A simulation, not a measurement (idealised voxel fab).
process module | voxel transistor to metal
cross-section cut | 180 nm wide | cells 5 nm
A cross-section is a grid of square cells, given in bands from the top down. A band is one or more rows of cells.
Each band's line starts with the height of the band's top and of its bottom, in nm. Then come its materials from left to right, each with its width in nm. One material with "throughout" fills the band from edge to edge. "air" is empty space.
Height 0 is the level under which the wafer as received is all one material. The lowest band goes on downwards, as in "0 down".
A width such as "30 to 40" changes by the same amount from each row of cells to the next, from the band's top row to its bottom row.
"no change" after a step means that no cell of the cross-section changed.
closed voids: empty space of 8 cells or more with no open way to the top, each as width x height at its distance from the left edge, in nm
after a step's settings: what the simulator itself notes on the step
overlay nm, on a step with a mask: how far to the right of its planned place the mask lay; to the left if negative
plan
1 op RECEIVE | material Si
2 op CONFORMAL_DEP | material SiO2 | thk nm 5
3 op CONFORMAL_DEP | material SiN | thk nm 10
4 op MASKED_ETCH | tone cover | mask id ACTIVE | width nm 105 | etch materials SiN | depth nm 10 | overlay nm 0
5 op MASKED_ETCH | tone cover | mask id ACTIVE | width nm 105 | etch materials SiO2 | depth nm 5 | overlay nm 0
6 op MASKED_ETCH | tone cover | mask id ACTIVE | width nm 105 | etch materials Si | depth nm 35 | overlay nm 0
7 op FILL_DEP | material SiO2 | thk nm 15
8 op CMP | height nm 15
9 op SELECTIVE_ETCH | etch materials SiO2 | depth nm 5
10 op STRIP | etch materials SiN
11 op SELECTIVE_ETCH | etch materials SiO2 | depth nm 5
12 op OXIDIZE | depth nm 5
13 op DIRECTIONAL_DEP | material polySi | thk nm 20
14 op DIRECTIONAL_DEP | material SiCN | thk nm 10
15 op MASKED_ETCH | tone cover | mask id GATE | width nm 25 | etch materials SiCN | depth nm 20 | overlay nm 0
16 op MASKED_ETCH | tone cover | mask id GATE | width nm 25 | etch materials polySi | depth nm 30 | overlay nm 0
17 op CONFORMAL_DEP | material SiN | thk nm 10
18 op DIRECTIONAL_ETCH | etch materials SiN | depth nm 10
19 op DIRECTIONAL_ETCH | etch materials SiO2 | depth nm 5
20 op DIRECTIONAL_ETCH | etch materials Si | depth nm 10
21 op EPI | material nSi | thk nm 10
22 op FILL_DEP | material SiO2 | thk nm 5
23 op CMP | height nm 30
24 op DIRECTIONAL_DEP | material SiO2 | thk nm 15
25 op PATTERN | tone open | mask id CONTACT | material resist | width nm 30 | pitch nm 65 | thk nm 15 | overlay nm 0
26 op DIRECTIONAL_ETCH | etch materials SiO2 | depth nm 50
27 op STRIP | etch materials resist
28 op CONFORMAL_DEP | material TiN | thk nm 5
29 op FILL_DEP | material W | thk nm 5
30 op CMP | height nm 45
31 op CONFORMAL_DEP | material SiCN | thk nm 5
32 op DIRECTIONAL_DEP | material lowk | thk nm 25
33 op PATTERN | tone open | mask id METAL_1 | material resist | width nm 15 | pitch nm 80 | thk nm 20 | overlay nm 0
34 op DIRECTIONAL_ETCH | etch materials lowk | depth nm 25
35 op DIRECTIONAL_ETCH | etch materials SiCN | depth nm 5
36 op STRIP | etch materials resist
37 op CONFORMAL_DEP | material TiN | thk nm 5
38 op FILL_DEP | material W | thk nm 10
39 op CMP | height nm 75
40 op CONFORMAL_DEP | material SiCN | thk nm 5
41 op DIRECTIONAL_DEP | material SiO2 | thk nm 35
42 op MASKED_ETCH | tone open | mask id METAL_2 | width nm 15 | pitch nm 80 | etch materials SiO2 | depth nm 20 | overlay nm 0
43 op DIRECTIONAL_DEP | material aC | thk nm 10
44 op PATTERN | tone open | mask id METAL_2_HOLES | material resist | width nm 15 | pitch nm 80 | thk nm 25 | overlay nm 0
45 op DIRECTIONAL_ETCH | etch materials aC | depth nm 10
46 op STRIP | etch materials resist
47 op DIRECTIONAL_ETCH | etch materials SiO2 | depth nm 15
48 op DIRECTIONAL_ETCH | etch materials SiCN | depth nm 5
49 op STRIP | etch materials aC
50 op CONFORMAL_DEP | material TiN | thk nm 5
51 op FILL_DEP | material Cu | thk nm 10
52 op CMP | height nm 115
53 op CONFORMAL_DEP | material SiCN | thk nm 5
first wafer, as planned
as received, after step 1
  0 down: Si throughout
  closed voids: none
after step 2
  5 to 0: SiO2 throughout
  below 0: unchanged
after step 3
  15 to 5: SiN throughout
  below 5: unchanged
after step 4
  15 to 5: air 35 | SiN 105 | air 40
  below 5: unchanged
after step 5
  15 to 5: air 35 | SiN 105 | air 40
  5 to 0: air 35 | SiO2 105 | air 40
  below 0: unchanged
after step 6
  15 to 5: air 35 | SiN 105 | air 40
  5 to 0: air 35 | SiO2 105 | air 40
  0 to -35: air 35 | Si 105 | air 40
  below -35: unchanged
after step 7
  30 to 15: SiO2 throughout
  15 to 5: SiO2 35 | SiN 105 | SiO2 40
  5 to 0: SiO2 throughout
  0 to -35: SiO2 35 | Si 105 | SiO2 40
  below -35: unchanged
after step 8
  15 to 5: SiO2 35 | SiN 105 | SiO2 40
  below 5: unchanged
after step 9
  15 to 10: air 35 | SiN 105 | air 40
  below 10: unchanged
after step 10
  10 to 5: SiO2 35 | air 105 | SiO2 40
  below 5: unchanged
after step 11
  5 to 0: SiO2 30 | air 115 | SiO2 35
  below 0: unchanged
after step 12
  5 to 0: SiO2 30 | air 115 | SiO2 35
  0 to -5: SiO2 throughout
  below -5: unchanged
after step 13
  25 to 20: polySi 30 | air 115 | polySi 35
  20 to 5: polySi throughout
  5 to 0: SiO2 30 | polySi 115 | SiO2 35
  below 0: unchanged
after step 14
  35 to 30: SiCN 30 | air 115 | SiCN 35
  30 to 25: SiCN throughout
  25 to 20: polySi 30 | SiCN 115 | polySi 35
  below 20: unchanged
after step 15
  30 to 25: air 75 | SiCN 25 | air 80
  25 to 20: polySi 30 | air 45 | SiCN 25 | air 45 | polySi 35
  below 20: unchanged
after step 16
  30 to 20: air 75 | SiCN 25 | air 80
  20 to 5: air 75 | polySi 25 | air 80
  5 to 0: SiO2 30 | air 45 | polySi 25 | air 45 | SiO2 35
  below 0: unchanged
after step 17
  40 to 30: air 65 | SiN 45 | air 70
  30 to 20: air 65 | SiN 10 | SiCN 25 | SiN 10 | air 70
  20 to 15: air 65 | SiN 10 | polySi 25 | SiN 10 | air 70
  15 to 10: SiN 40 | air 25 | SiN 10 | polySi 25 | SiN 10 | air 25 | SiN 45
  10 to 5: SiN 75 | polySi 25 | SiN 80
  5 to 0: SiO2 30 | SiN 45 | polySi 25 | SiN 45 | SiO2 35
  below 0: unchanged
after step 18
  30 to 20: air 65 | SiN 10 | SiCN 25 | SiN 10 | air 70
  20 to 5: air 65 | SiN 10 | polySi 25 | SiN 10 | air 70
  5 to 0: SiO2 30 | SiN 10 | air 25 | SiN 10 | polySi 25 | SiN 10 | air 25 | SiN 10 | SiO2 35
  below 0: unchanged
after step 19
  30 to 20: air 65 | SiN 10 | SiCN 25 | SiN 10 | air 70
  20 to 5: air 65 | SiN 10 | polySi 25 | SiN 10 | air 70
  5 to 0: air 30 | SiN 10 | air 25 | SiN 10 | polySi 25 | SiN 10 | air 25 | SiN 10 | air 35
  0 to -5: SiO2 40 | air 25 | SiO2 45 | air 25 | SiO2 45
  below -5: unchanged
after step 20
  30 to 20: air 65 | SiN 10 | SiCN 25 | SiN 10 | air 70
  20 to 5: air 65 | SiN 10 | polySi 25 | SiN 10 | air 70
  5 to 0: air 30 | SiN 10 | air 25 | SiN 10 | polySi 25 | SiN 10 | air 25 | SiN 10 | air 35
  0 to -5: SiO2 40 | air 25 | SiO2 45 | air 25 | SiO2 45
  -5 to -15: SiO2 35 | Si 5 | air 25 | Si 45 | air 25 | Si 5 | SiO2 40
  below -15: unchanged
after step 21
  30 to 20: air 65 | SiN 10 | SiCN 25 | SiN 10 | air 70
  20 to 5: air 65 | SiN 10 | polySi 25 | SiN 10 | air 70
  5 to 0: air 30 | SiN 10 | nSi 10 | air 5 | nSi 10 | SiN 10 | polySi 25 | SiN 10 | nSi 10 | air 5 | nSi 10 | SiN 10 | air 35
  0 to -5: SiO2 40 | nSi 10 | air 5 | nSi 10 | SiO2 45 | nSi 10 | air 5 | nSi 10 | SiO2 45
  -5 to -15: SiO2 35 | Si 5 | nSi 25 | Si 45 | nSi 25 | Si 5 | SiO2 40
  below -15: unchanged
after step 22
  35 to 30: SiO2 throughout
  30 to 20: SiO2 65 | SiN 10 | SiCN 25 | SiN 10 | SiO2 70
  20 to 5: SiO2 65 | SiN 10 | polySi 25 | SiN 10 | SiO2 70
  5 to 0: SiO2 30 | SiN 10 | nSi 10 | SiO2 5 | nSi 10 | SiN 10 | polySi 25 | SiN 10 | nSi 10 | SiO2 5 | nSi 10 | SiN 10 | SiO2 35
  0 to -5: SiO2 40 | nSi 10 | SiO2 5 | nSi 10 | SiO2 45 | nSi 10 | SiO2 5 | nSi 10 | SiO2 45
  below -5: unchanged
after step 23
  30 to 20: SiO2 65 | SiN 10 | SiCN 25 | SiN 10 | SiO2 70
  below 20: unchanged
after step 24
  45 to 30: SiO2 throughout
  below 30: unchanged
after step 25
  60 to 45: resist 40 | air 30 | resist 35 | air 30 | resist 45
  below 45: unchanged
after step 26
  60 to 45: resist 40 | air 30 | resist 35 | air 30 | resist 45
  45 to 30: SiO2 40 | air 30 | SiO2 35 | air 30 | SiO2 45
  30 to 20: SiO2 40 | air 25 | SiN 10 | SiCN 25 | SiN 10 | air 25 | SiO2 45
  20 to 5: SiO2 40 | air 25 | SiN 10 | polySi 25 | SiN 10 | air 25 | SiO2 45
  5 to 0: SiO2 30 | SiN 10 | nSi 10 | air 5 | nSi 10 | SiN 10 | polySi 25 | SiN 10 | nSi 10 | air 5 | nSi 10 | SiN 10 | SiO2 35
  0 to -5: SiO2 40 | nSi 10 | air 5 | nSi 10 | SiO2 45 | nSi 10 | air 5 | nSi 10 | SiO2 45
  below -5: unchanged
after step 27
  45 to 30: SiO2 40 | air 30 | SiO2 35 | air 30 | SiO2 45
  below 30: unchanged
after step 28
  50 to 45: TiN 45 | air 20 | TiN 45 | air 20 | TiN 50
  45 to 35: SiO2 40 | TiN 5 | air 20 | TiN 5 | SiO2 35 | TiN 5 | air 20 | TiN 5 | SiO2 45
  35 to 30: SiO2 40 | TiN 5 | air 15 | TiN 10 | SiO2 35 | TiN 10 | air 15 | TiN 5 | SiO2 45
  30 to 20: SiO2 40 | TiN 5 | air 15 | TiN 5 | SiN 10 | SiCN 25 | SiN 10 | TiN 5 | air 15 | TiN 5 | SiO2 45
  20 to 10: SiO2 40 | TiN 5 | air 15 | TiN 5 | SiN 10 | polySi 25 | SiN 10 | TiN 5 | air 15 | TiN 5 | SiO2 45
  10 to 5: SiO2 40 | TiN 25 | SiN 10 | polySi 25 | SiN 10 | TiN 25 | SiO2 45
  5 to 0: SiO2 30 | SiN 10 | nSi 10 | TiN 5 | nSi 10 | SiN 10 | polySi 25 | SiN 10 | nSi 10 | TiN 5 | nSi 10 | SiN 10 | SiO2 35
  0 to -5: SiO2 40 | nSi 10 | TiN 5 | nSi 10 | SiO2 45 | nSi 10 | TiN 5 | nSi 10 | SiO2 45
  below -5: unchanged
after step 29
  55 to 50: W throughout
  50 to 45: TiN 45 | W 20 | TiN 45 | W 20 | TiN 50
  45 to 35: SiO2 40 | TiN 5 | W 20 | TiN 5 | SiO2 35 | TiN 5 | W 20 | TiN 5 | SiO2 45
  35 to 30: SiO2 40 | TiN 5 | W 15 | TiN 10 | SiO2 35 | TiN 10 | W 15 | TiN 5 | SiO2 45
  30 to 20: SiO2 40 | TiN 5 | W 15 | TiN 5 | SiN 10 | SiCN 25 | SiN 10 | TiN 5 | W 15 | TiN 5 | SiO2 45
  20 to 10: SiO2 40 | TiN 5 | W 15 | TiN 5 | SiN 10 | polySi 25 | SiN 10 | TiN 5 | W 15 | TiN 5 | SiO2 45
  below 10: unchanged
after step 30
  45 to 35: SiO2 40 | TiN 5 | W 20 | TiN 5 | SiO2 35 | TiN 5 | W 20 | TiN 5 | SiO2 45
  below 35: unchanged
after step 31
  50 to 45: SiCN throughout
  below 45: unchanged
after step 32
  75 to 50: lowk throughout
  below 50: unchanged
after step 33
  95 to 75: resist 40 | air 15 | resist 65 | air 15 | resist 45
  below 75: unchanged
after step 34
  95 to 75: resist 40 | air 15 | resist 65 | air 15 | resist 45
  75 to 50: lowk 40 | air 15 | lowk 65 | air 15 | lowk 45
  below 50: unchanged
after step 35
  95 to 75: resist 40 | air 15 | resist 65 | air 15 | resist 45
  75 to 50: lowk 40 | air 15 | lowk 65 | air 15 | lowk 45
  50 to 45: SiCN 40 | air 15 | SiCN 65 | air 15 | SiCN 45
  below 45: unchanged
after step 36
  75 to 50: lowk 40 | air 15 | lowk 65 | air 15 | lowk 45
  below 50: unchanged
after step 37
  80 to 75: TiN 45 | air 5 | TiN 75 | air 5 | TiN 50
  75 to 50: lowk 40 | TiN 5 | air 5 | TiN 5 | lowk 65 | TiN 5 | air 5 | TiN 5 | lowk 45
  50 to 45: SiCN 40 | TiN 15 | SiCN 65 | TiN 15 | SiCN 45
  below 45: unchanged
after step 38
  90 to 80: W throughout
  80 to 75: TiN 45 | W 5 | TiN 75 | W 5 | TiN 50
  75 to 50: lowk 40 | TiN 5 | W 5 | TiN 5 | lowk 65 | TiN 5 | W 5 | TiN 5 | lowk 45
  below 50: unchanged
after step 39
  75 to 50: lowk 40 | TiN 5 | W 5 | TiN 5 | lowk 65 | TiN 5 | W 5 | TiN 5 | lowk 45
  below 50: unchanged
after step 40
  80 to 75: SiCN throughout
  below 75: unchanged
after step 41
  115 to 80: SiO2 throughout
  below 80: unchanged
after step 42
  115 to 95: SiO2 40 | air 15 | SiO2 65 | air 15 | SiO2 45
  below 95: unchanged
after step 43
  125 to 115: aC 40 | air 15 | aC 65 | air 15 | aC 45
  115 to 105: SiO2 40 | air 15 | SiO2 65 | air 15 | SiO2 45
  105 to 95: SiO2 40 | aC 15 | SiO2 65 | aC 15 | SiO2 45
  below 95: unchanged
after step 44
  150 to 125: resist 40 | air 15 | resist 65 | air 15 | resist 45
  below 125: unchanged
after step 45
  140 to 125: resist 40 | air 15 | resist 65 | air 15 | resist 45
  125 to 115: aC 40 | air 15 | aC 65 | air 15 | aC 45
  115 to 95: SiO2 40 | air 15 | SiO2 65 | air 15 | SiO2 45
  below 95: unchanged
after step 46
  125 to 115: aC 40 | air 15 | aC 65 | air 15 | aC 45
  below 115: unchanged
after step 47
  125 to 115: aC 40 | air 15 | aC 65 | air 15 | aC 45
  115 to 80: SiO2 40 | air 15 | SiO2 65 | air 15 | SiO2 45
  below 80: unchanged
after step 48
  125 to 115: aC 40 | air 15 | aC 65 | air 15 | aC 45
  115 to 80: SiO2 40 | air 15 | SiO2 65 | air 15 | SiO2 45
  80 to 75: SiCN 40 | air 15 | SiCN 65 | air 15 | SiCN 45
  below 75: unchanged
after step 49
  115 to 80: SiO2 40 | air 15 | SiO2 65 | air 15 | SiO2 45
  below 80: unchanged
after step 50
  120 to 115: TiN 45 | air 5 | TiN 75 | air 5 | TiN 50
  115 to 80: SiO2 40 | TiN 5 | air 5 | TiN 5 | SiO2 65 | TiN 5 | air 5 | TiN 5 | SiO2 45
  80 to 75: SiCN 40 | TiN 15 | SiCN 65 | TiN 15 | SiCN 45
  below 75: unchanged
after step 51
  130 to 120: Cu throughout
  120 to 115: TiN 45 | Cu 5 | TiN 75 | Cu 5 | TiN 50
  115 to 80: SiO2 40 | TiN 5 | Cu 5 | TiN 5 | SiO2 65 | TiN 5 | Cu 5 | TiN 5 | SiO2 45
  below 80: unchanged
after step 52
  115 to 80: SiO2 40 | TiN 5 | Cu 5 | TiN 5 | SiO2 65 | TiN 5 | Cu 5 | TiN 5 | SiO2 45
  below 80: unchanged
after step 53
  120 to 115: SiCN throughout
  below 115: unchanged
second wafer: like start, like plan, one mistake. Through step 3 it matches the first wafer
when step 4 should have ended
  15 to 5: SiN 35 | air 105 | SiN 40
  below 5: unchanged
when step 5 should have ended: no change
when step 6 should have ended: no change
when step 7 should have ended
  30 to 15: SiO2 throughout
  15 to 5: SiN 35 | SiO2 105 | SiN 40
  below 5: unchanged
when step 8 should have ended
  15 to 5: SiN 35 | SiO2 105 | SiN 40
  below 5: unchanged
when step 9 should have ended
  15 to 10: SiN 35 | air 105 | SiN 40
  below 10: unchanged
when step 10 should have ended
  10 to 5: air 35 | SiO2 105 | air 40
  below 5: unchanged
when step 11 should have ended
  5 to 0: air 40 | SiO2 95 | air 45
  below 0: unchanged
when step 12 should have ended
  5 to 0: air 40 | SiO2 95 | air 45
  0 to -5: SiO2 45 | Si 85 | SiO2 50
  below -5: unchanged
when step 13 should have ended
  25 to 20: air 40 | polySi 95 | air 45
  20 to 5: polySi throughout
  5 to 0: polySi 40 | SiO2 95 | polySi 45
  below 0: unchanged
when step 14 should have ended
  35 to 30: air 40 | SiCN 95 | air 45
  30 to 25: SiCN throughout
  25 to 20: SiCN 40 | polySi 95 | SiCN 45
  below 20: unchanged
when step 15 should have ended
  35 to 25: air 75 | SiCN 25 | air 80
  25 to 20: air 40 | polySi 95 | air 45
  below 20: unchanged
when step 16 should have ended
  35 to 25: air 75 | SiCN 25 | air 80
  25 to 5: air 75 | polySi 25 | air 80
  5 to 0: air 40 | SiO2 95 | air 45
  below 0: unchanged
when step 17 should have ended
  45 to 35: air 65 | SiN 45 | air 70
  35 to 25: air 65 | SiN 10 | SiCN 25 | SiN 10 | air 70
  25 to 15: air 65 | SiN 10 | polySi 25 | SiN 10 | air 70
  15 to 10: air 30 | SiN 45 | polySi 25 | SiN 45 | air 35
  10 to 5: SiN 75 | polySi 25 | SiN 80
  5 to 0: SiN 40 | SiO2 95 | SiN 45
  below 0: unchanged
when step 18 should have ended
  35 to 25: air 65 | SiN 10 | SiCN 25 | SiN 10 | air 70
  25 to 5: air 65 | SiN 10 | polySi 25 | SiN 10 | air 70
  5 to 0: air 30 | SiN 10 | SiO2 95 | SiN 10 | air 35
  below 0: unchanged
when step 19 should have ended
  35 to 25: air 65 | SiN 10 | SiCN 25 | SiN 10 | air 70
  25 to 5: air 65 | SiN 10 | polySi 25 | SiN 10 | air 70
  5 to 0: air 30 | SiN 10 | air 25 | SiO2 45 | air 25 | SiN 10 | air 35
  0 to -5: air 30 | SiO2 15 | Si 85 | SiO2 15 | air 35
  below -5: unchanged
when step 20 should have ended
  35 to 25: air 65 | SiN 10 | SiCN 25 | SiN 10 | air 70
  25 to 5: air 65 | SiN 10 | polySi 25 | SiN 10 | air 70
  5 to 0: air 30 | SiN 10 | air 25 | SiO2 45 | air 25 | SiN 10 | air 35
  0 to -5: air 30 | SiO2 15 | air 20 | Si 45 | air 20 | SiO2 15 | air 35
  -5 to -10: air 30 | Si 15 | air 20 | Si 45 | air 20 | Si 15 | air 35
  -10 to -15: air 30 | Si 115 | air 35
  below -15: unchanged
when step 21 should have ended
  35 to 25: air 65 | SiN 10 | SiCN 25 | SiN 10 | air 70
  25 to 10: air 65 | SiN 10 | polySi 25 | SiN 10 | air 70
  10 to 5: air 55 | nSi 10 | SiN 10 | polySi 25 | SiN 10 | nSi 10 | air 60
  5 to 0: air 20 | nSi 10 | SiN 10 | nSi 25 | SiO2 45 | nSi 25 | SiN 10 | nSi 10 | air 25
  0 to -5: air 20 | nSi 10 | SiO2 15 | nSi 20 | Si 45 | nSi 20 | SiO2 15 | nSi 10 | air 25
  -5 to -10: nSi 30 | Si 15 | nSi 20 | Si 45 | nSi 20 | Si 15 | nSi 35
  -10 to -15: nSi 30 | Si 115 | nSi 35
  below -15: unchanged
when step 22 should have ended
  40 to 35: SiO2 throughout
  35 to 25: SiO2 65 | SiN 10 | SiCN 25 | SiN 10 | SiO2 70
  25 to 10: SiO2 65 | SiN 10 | polySi 25 | SiN 10 | SiO2 70
  10 to 5: SiO2 55 | nSi 10 | SiN 10 | polySi 25 | SiN 10 | nSi 10 | SiO2 60
  5 to 0: SiO2 20 | nSi 10 | SiN 10 | nSi 25 | SiO2 45 | nSi 25 | SiN 10 | nSi 10 | SiO2 25
  0 to -5: SiO2 20 | nSi 10 | SiO2 15 | nSi 20 | Si 45 | nSi 20 | SiO2 15 | nSi 10 | SiO2 25
  below -5: unchanged
when step 23 should have ended
  30 to 25: SiO2 65 | SiN 10 | SiCN 25 | SiN 10 | SiO2 70
  below 25: unchanged
when step 24 should have ended
  45 to 30: SiO2 throughout
  below 30: unchanged
when step 25 should have ended
  60 to 45: resist 40 | air 30 | resist 35 | air 30 | resist 45
  below 45: unchanged
when step 26 should have ended
  60 to 45: resist 40 | air 30 | resist 35 | air 30 | resist 45
  45 to 30: SiO2 40 | air 30 | SiO2 35 | air 30 | SiO2 45
  30 to 25: SiO2 40 | air 25 | SiN 10 | SiCN 25 | SiN 10 | air 25 | SiO2 45
  25 to 10: SiO2 40 | air 25 | SiN 10 | polySi 25 | SiN 10 | air 25 | SiO2 45
  10 to 5: SiO2 40 | air 15 | nSi 10 | SiN 10 | polySi 25 | SiN 10 | nSi 10 | air 15 | SiO2 45
  below 5: unchanged
when step 27 should have ended
  45 to 30: SiO2 40 | air 30 | SiO2 35 | air 30 | SiO2 45
  below 30: unchanged
when step 28 should have ended
  50 to 45: TiN 45 | air 20 | TiN 45 | air 20 | TiN 50
  45 to 35: SiO2 40 | TiN 5 | air 20 | TiN 5 | SiO2 35 | TiN 5 | air 20 | TiN 5 | SiO2 45
  35 to 30: SiO2 40 | TiN 5 | air 15 | TiN 10 | SiO2 35 | TiN 10 | air 15 | TiN 5 | SiO2 45
  30 to 25: SiO2 40 | TiN 5 | air 15 | TiN 5 | SiN 10 | SiCN 25 | SiN 10 | TiN 5 | air 15 | TiN 5 | SiO2 45
  25 to 15: SiO2 40 | TiN 5 | air 15 | TiN 5 | SiN 10 | polySi 25 | SiN 10 | TiN 5 | air 15 | TiN 5 | SiO2 45
  15 to 10: SiO2 40 | TiN 5 | air 5 | TiN 15 | SiN 10 | polySi 25 | SiN 10 | TiN 15 | air 5 | TiN 5 | SiO2 45
  10 to 5: SiO2 40 | TiN 15 | nSi 10 | SiN 10 | polySi 25 | SiN 10 | nSi 10 | TiN 15 | SiO2 45
  below 5: unchanged
when step 29 should have ended
  55 to 50: W throughout
  50 to 45: TiN 45 | W 20 | TiN 45 | W 20 | TiN 50
  45 to 35: SiO2 40 | TiN 5 | W 20 | TiN 5 | SiO2 35 | TiN 5 | W 20 | TiN 5 | SiO2 45
  35 to 30: SiO2 40 | TiN 5 | W 15 | TiN 10 | SiO2 35 | TiN 10 | W 15 | TiN 5 | SiO2 45
  30 to 25: SiO2 40 | TiN 5 | W 15 | TiN 5 | SiN 10 | SiCN 25 | SiN 10 | TiN 5 | W 15 | TiN 5 | SiO2 45
  25 to 15: SiO2 40 | TiN 5 | W 15 | TiN 5 | SiN 10 | polySi 25 | SiN 10 | TiN 5 | W 15 | TiN 5 | SiO2 45
  15 to 10: SiO2 40 | TiN 5 | W 5 | TiN 15 | SiN 10 | polySi 25 | SiN 10 | TiN 15 | W 5 | TiN 5 | SiO2 45
  below 10: unchanged
when step 30 should have ended
  45 to 35: SiO2 40 | TiN 5 | W 20 | TiN 5 | SiO2 35 | TiN 5 | W 20 | TiN 5 | SiO2 45
  below 35: unchanged
when step 31 should have ended
  50 to 45: SiCN throughout
  below 45: unchanged
when step 32 should have ended
  75 to 50: lowk throughout
  below 50: unchanged
when step 33 should have ended
  95 to 75: resist 40 | air 15 | resist 65 | air 15 | resist 45
  below 75: unchanged
when step 34 should have ended
  95 to 75: resist 40 | air 15 | resist 65 | air 15 | resist 45
  75 to 50: lowk 40 | air 15 | lowk 65 | air 15 | lowk 45
  below 50: unchanged
when step 35 should have ended
  95 to 75: resist 40 | air 15 | resist 65 | air 15 | resist 45
  75 to 50: lowk 40 | air 15 | lowk 65 | air 15 | lowk 45
  50 to 45: SiCN 40 | air 15 | SiCN 65 | air 15 | SiCN 45
  below 45: unchanged
when step 36 should have ended
  75 to 50: lowk 40 | air 15 | lowk 65 | air 15 | lowk 45
  below 50: unchanged
when step 37 should have ended
  80 to 75: TiN 45 | air 5 | TiN 75 | air 5 | TiN 50
  75 to 50: lowk 40 | TiN 5 | air 5 | TiN 5 | lowk 65 | TiN 5 | air 5 | TiN 5 | lowk 45
  50 to 45: SiCN 40 | TiN 15 | SiCN 65 | TiN 15 | SiCN 45
  below 45: unchanged
when step 38 should have ended
  90 to 80: W throughout
  80 to 75: TiN 45 | W 5 | TiN 75 | W 5 | TiN 50
  75 to 50: lowk 40 | TiN 5 | W 5 | TiN 5 | lowk 65 | TiN 5 | W 5 | TiN 5 | lowk 45
  below 50: unchanged
when step 39 should have ended
  75 to 50: lowk 40 | TiN 5 | W 5 | TiN 5 | lowk 65 | TiN 5 | W 5 | TiN 5 | lowk 45
  below 50: unchanged
when step 40 should have ended
  80 to 75: SiCN throughout
  below 75: unchanged
when step 41 should have ended
  115 to 80: SiO2 throughout
  below 80: unchanged
when step 42 should have ended
  115 to 95: SiO2 40 | air 15 | SiO2 65 | air 15 | SiO2 45
  below 95: unchanged
when step 43 should have ended
  125 to 115: aC 40 | air 15 | aC 65 | air 15 | aC 45
  115 to 105: SiO2 40 | air 15 | SiO2 65 | air 15 | SiO2 45
  105 to 95: SiO2 40 | aC 15 | SiO2 65 | aC 15 | SiO2 45
  below 95: unchanged
when step 44 should have ended
  150 to 125: resist 40 | air 15 | resist 65 | air 15 | resist 45
  below 125: unchanged
when step 45 should have ended
  140 to 125: resist 40 | air 15 | resist 65 | air 15 | resist 45
  125 to 115: aC 40 | air 15 | aC 65 | air 15 | aC 45
  115 to 95: SiO2 40 | air 15 | SiO2 65 | air 15 | SiO2 45
  below 95: unchanged
when step 46 should have ended
  125 to 115: aC 40 | air 15 | aC 65 | air 15 | aC 45
  below 115: unchanged
when step 47 should have ended
  125 to 115: aC 40 | air 15 | aC 65 | air 15 | aC 45
  115 to 80: SiO2 40 | air 15 | SiO2 65 | air 15 | SiO2 45
  below 80: unchanged
when step 48 should have ended
  125 to 115: aC 40 | air 15 | aC 65 | air 15 | aC 45
  115 to 80: SiO2 40 | air 15 | SiO2 65 | air 15 | SiO2 45
  80 to 75: SiCN 40 | air 15 | SiCN 65 | air 15 | SiCN 45
  below 75: unchanged
when step 49 should have ended
  115 to 80: SiO2 40 | air 15 | SiO2 65 | air 15 | SiO2 45
  below 80: unchanged
when step 50 should have ended
  120 to 115: TiN 45 | air 5 | TiN 75 | air 5 | TiN 50
  115 to 80: SiO2 40 | TiN 5 | air 5 | TiN 5 | SiO2 65 | TiN 5 | air 5 | TiN 5 | SiO2 45
  80 to 75: SiCN 40 | TiN 15 | SiCN 65 | TiN 15 | SiCN 45
  below 75: unchanged
when step 51 should have ended
  130 to 120: Cu throughout
  120 to 115: TiN 45 | Cu 5 | TiN 75 | Cu 5 | TiN 50
  115 to 80: SiO2 40 | TiN 5 | Cu 5 | TiN 5 | SiO2 65 | TiN 5 | Cu 5 | TiN 5 | SiO2 45
  below 80: unchanged
when step 52 should have ended
  115 to 80: SiO2 40 | TiN 5 | Cu 5 | TiN 5 | SiO2 65 | TiN 5 | Cu 5 | TiN 5 | SiO2 45
  below 80: unchanged
when step 53 should have ended
  120 to 115: SiCN throughout
  below 115: unchanged
what went wrong: step 4 ran as: op MASKED_ETCH | tone open | mask id ACTIVE | width nm 105 | etch materials SiN | depth nm 10 | overlay nm 0
at the end the second wafer has, in cells: 85 more of Si | 5 fewer of SiCN | 4 fewer of SiN | 96 fewer of SiO2 | 4 fewer of TiN | 4 fewer of W | 28 more of nSi
